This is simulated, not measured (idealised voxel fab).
process module | voxel lift off
cross-section cut | 175 nm wide | cells 5 nm
A cross-section is a grid of square cells, given in bands from the top down. A band is one or more rows of cells.
Each band's line starts with the height of the band's top and of its bottom, in nm. Then come its materials from left to right, each with its width in nm. One material with "throughout" fills the band from edge to edge. "air" is empty space.
Height 0 is the level under which the wafer as received is all one material. The lowest band goes on downwards, as in "0 down".
A width such as "30 to 40" changes by the same amount from each row of cells to the next, from the band's top row to its bottom row.
"no change" after a step means that no cell of the cross-section changed.
closed voids: empty space of 8 cells or more with no open way to the top, each as width x height at its distance from the left edge, in nm
after a step's settings: what the simulator itself notes on the step
overlay nm, on a step with a mask: how far to the right of its planned place the mask lay; to the left if negative
plan
1 op RECEIVE | material Si
2 op CONFORMAL_DEP | material SiO2 | thk nm 15
3 op PATTERN | tone open | mask id LINES | material resist | width nm 30 | pitch nm 45 | thk nm 30 | overlay nm 0
4 op DIRECTIONAL_DEP | material Ru | thk nm 15
5 op STRIP | etch materials resist
6 op CONFORMAL_DEP | material SiO2 | thk nm 5
as received, after step 1
  0 down: Si throughout
  closed voids: none
first wafer at the end, as planned
  35 to 30: air 45 | SiO2 40 | air 5 | SiO2 40 | air 45
  30 to 20: air 45 | SiO2 5 | Ru 30 | SiO2 5 | air 5 | SiO2 5 | Ru 30 | SiO2 5 | air 45
  20 to 15: SiO2 50 | Ru 30 | SiO2 15 | Ru 30 | SiO2 50
  15 to 0: SiO2 throughout
  0 down: Si throughout
  closed voids: none
second wafer at the end: like start, like plan, one mistake
  50 to 45: air 45 | SiO2 40 | air 5 | SiO2 40 | air 45
  45 to 35: air 45 | SiO2 5 | Ru 30 | SiO2 5 | air 5 | SiO2 5 | Ru 30 | SiO2 5 | air 45
  35 to 30: SiO2 50 | Ru 30 | SiO2 15 | Ru 30 | SiO2 50
  30 to 0: SiO2 throughout
  0 down: Si throughout
  closed voids: none
what went wrong: step 2 was run twice
at the end the second wafer has, in cells: 105 more of SiO2
